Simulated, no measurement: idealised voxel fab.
process module | voxel spacer lines
cross-section cut | 200 nm wide | cells 5 nm
A cross-section is a grid of square cells, given in bands from the top down. A band is one or more rows of cells.
Each band's line starts with the height of the band's top and of its bottom, in nm. Then come its materials from left to right, each with its width in nm. One material with "throughout" fills the band from edge to edge. "air" is empty space.
Height 0 is the level under which the wafer as received is all one material. The lowest band goes on downwards, as in "0 down".
A width such as "30 to 40" changes by the same amount from each row of cells to the next, from the band's top row to its bottom row.
"no change" after a step means that no cell of the cross-section changed.
closed voids: empty space of 8 cells or more with no open way to the top, each as width x height at its distance from the left edge, in nm
after a step's settings: what the simulator itself notes on the step
overlay nm, on a step with a mask: how far to the right of its planned place the mask lay; to the left if negative
plan
1 op RECEIVE | material Si
2 op CONFORMAL_DEP | material Al2O3 | thk nm 5
3 op DIRECTIONAL_DEP | material W | thk nm 15
4 op DIRECTIONAL_DEP | material polySi | thk nm 25
5 op PATTERN | tone cover | mask id MANDREL | material resist | width nm 20 | pitch nm 70 | thk nm 35 | overlay nm 0
6 op DIRECTIONAL_ETCH | etch materials polySi | depth nm 25
7 op STRIP | etch materials resist
8 op CONFORMAL_DEP | material SiN | thk nm 15
9 op DIRECTIONAL_ETCH | etch materials SiN | depth nm 15
10 op STRIP | etch materials polySi
11 op DIRECTIONAL_ETCH | etch materials W | depth nm 15
12 op STRIP | etch materials SiN
13 op FILL_DEP | material lowk | thk nm 5
14 op CMP | height nm 20
as received, after step 1
  0 down: Si throughout
  closed voids: none
a wafer at the end: this start, this plan, one mistake
  20 to 15: lowk throughout
  15 to 0: lowk 40 | W 15 | lowk 20 | W 15 | lowk 20 | W 15 | lowk 20 | W 15 | lowk 40
  0 down: Si throughout
  closed voids: none
what went wrong: step 2 was left out
